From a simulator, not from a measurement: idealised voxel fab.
process module | voxel gate over fins
cross-section cut | 170 nm wide | cells 5 nm
A cross-section is a grid of square cells, given in bands from the top down. A band is one or more rows of cells.
Each band's line starts with the height of the band's top and of its bottom, in nm. Then come its materials from left to right, each with its width in nm. One material with "throughout" fills the band from edge to edge. "air" is empty space.
Height 0 is the level under which the wafer as received is all one material. The lowest band goes on downwards, as in "0 down".
A width such as "30 to 40" changes by the same amount from each row of cells to the next, from the band's top row to its bottom row.
"no change" after a step means that no cell of the cross-section changed.
closed voids: empty space of 8 cells or more with no open way to the top, each as width x height at its distance from the left edge, in nm
after a step's settings: what the simulator itself notes on the step
overlay nm, on a step with a mask: how far to the right of its planned place the mask lay; to the left if negative
plan
1 op RECEIVE | material Si
2 op CONFORMAL_DEP | material SiN | thk nm 10
3 op DIRECTIONAL_DEP | material aC | thk nm 15
4 op PATTERN | tone cover | mask id FINS | material resist | width nm 15 | pitch nm 35 | thk nm 30 | overlay nm 0
5 op DIRECTIONAL_ETCH | etch materials aC | depth nm 15
6 op STRIP | etch materials resist
7 op DIRECTIONAL_ETCH | etch materials SiN | depth nm 10
8 op DIRECTIONAL_ETCH | etch materials Si | depth nm 40
9 op STRIP | etch materials aC
10 op OXIDIZE | depth nm 5
11 op FILL_DEP | material SiO2 | thk nm 15
12 op CMP | height nm 10
13 op SELECTIVE_ETCH | etch materials SiO2 | depth nm 25
14 op STRIP | etch materials SiN
15 op CONFORMAL_DEP | material HfO2 | thk nm 5
16 op CONFORMAL_DEP | material TiN | thk nm 5
17 op CONFORMAL_DEP | material TiAl | thk nm 5
18 op CONFORMAL_DEP | material TiN | thk nm 5
19 op FILL_DEP | material W | thk nm 15
20 op CMP | height nm 30
21 op CONFORMAL_DEP | material SiCN | thk nm 5
as received, after step 1
  0 down: Si throughout
  closed voids: none
a wafer at the end: this start, this plan, one mistake
  35 to 30: SiCN throughout
  30 to 20: W throughout
  20 to 15: W 10 | TiN 155 | W 5
  15 to 10: W 10 | TiN 5 | TiAl 145 | TiN 5 | W 5
  10 to 5: W 10 | TiN 5 | TiAl 5 | TiN 30 | TiAl 5 | TiN 30 | TiAl 5 | TiN 30 | TiAl 5 | TiN 30 | TiAl 5 | TiN 5 | W 5
  5 to 0: TiN 15 | TiAl 5 | TiN 5 | HfO2 20 | TiN 5 | TiAl 5 | TiN 5 | HfO2 20 | TiN 5 | TiAl 5 | TiN 5 | HfO2 20 | TiN 5 | TiAl 5 | TiN 5 | HfO2 20 | TiN 5 | TiAl 5 | TiN 10
  0 to -5: TiAl 20 | TiN 5 | HfO2 5 | Si 10 | HfO2 5 | TiN 5 | TiAl 5 | TiN 5 | HfO2 5 | Si 10 | HfO2 5 | TiN 5 | TiAl 5 | TiN 5 | HfO2 5 | Si 10 | HfO2 5 | TiN 5 | TiAl 5 | TiN 5 | HfO2 5 | Si 10 | HfO2 5 | TiN 5 | TiAl 15
  -5 to -10: TiN 25 | HfO2 5 | Si 10 | HfO2 5 | TiN 15 | HfO2 5 | Si 10 | HfO2 5 | TiN 15 | HfO2 5 | Si 10 | HfO2 5 | TiN 15 | HfO2 5 | Si 10 | HfO2 5 | TiN 20
  -10 to -15: HfO2 30 | Si 10 | HfO2 25 | Si 10 | HfO2 25 | Si 10 | HfO2 25 | Si 10 | HfO2 25
  -15 to -45: SiO2 30 | Si 10 | SiO2 25 | Si 10 | SiO2 25 | Si 10 | SiO2 25 | Si 10 | SiO2 25
  -45 down: Si throughout
  closed voids: none
what went wrong: step 4 ran as: op PATTERN | tone cover | mask id FINS | material resist | width nm 20 | pitch nm 35 | thk nm 30 | overlay nm 0
